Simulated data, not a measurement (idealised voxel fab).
process module | voxel lift off
cross-section cut | 295 nm wide | cells 5 nm
A cross-section is a grid of square cells, given in bands from the top down. A band is one or more rows of cells.
Each band's line starts with the height of the band's top and of its bottom, in nm. Then come its materials from left to right, each with its width in nm. One material with "throughout" fills the band from edge to edge. "air" is empty space.
Height 0 is the level under which the wafer as received is all one material. The lowest band goes on downwards, as in "0 down".
A width such as "30 to 40" changes by the same amount from each row of cells to the next, from the band's top row to its bottom row.
"no change" after a step means that no cell of the cross-section changed.
closed voids: empty space of 8 cells or more with no open way to the top, each as width x height at its distance from the left edge, in nm
after a step's settings: what the simulator itself notes on the step
overlay nm, on a step with a mask: how far to the right of its planned place the mask lay; to the left if negative
plan
1 op RECEIVE | material Si
2 op CONFORMAL_DEP | material SiN | thk nm 10
3 op PATTERN | tone open | mask id LINES | material resist | width nm 20 | pitch nm 40 | thk nm 25 | overlay nm 0
4 op DIRECTIONAL_DEP | material Ru | thk nm 15
5 op STRIP | etch materials resist
6 op CONFORMAL_DEP | material SiN | thk nm 10
first wafer, as planned
as received, after step 1
  0 down: Si throughout
  closed voids: none
after step 2
  10 to 0: SiN throughout
  below 0: unchanged
after step 3
  35 to 10: resist 115 | air 20 | resist 20 | air 20 | resist 120
  below 10: unchanged
after step 4
  50 to 35: Ru 115 | air 20 | Ru 20 | air 20 | Ru 120
  35 to 25: resist 115 | air 20 | resist 20 | air 20 | resist 120
  25 to 10: resist 115 | Ru 20 | resist 20 | Ru 20 | resist 120
  below 10: unchanged
after step 5
  25 to 10: air 115 | Ru 20 | air 20 | Ru 20 | air 120
  below 10: unchanged
after step 6
  35 to 25: air 105 | SiN 80 | air 110
  25 to 20: air 105 | SiN 10 | Ru 20 | SiN 20 | Ru 20 | SiN 10 | air 110
  20 to 10: SiN 115 | Ru 20 | SiN 20 | Ru 20 | SiN 120
  below 10: unchanged
second wafer: like start, like plan, one mistake. Through step 5 it matches the first wafer
when step 6 should have ended
  35 to 20: air 105 | Ru 80 | air 110
  20 to 10: Ru throughout
  below 10: unchanged
what went wrong: step 6 ran as: op CONFORMAL_DEP | material Ru | thk nm 10
at the end the second wafer has, in cells: 142 more of Ru | 142 fewer of SiN
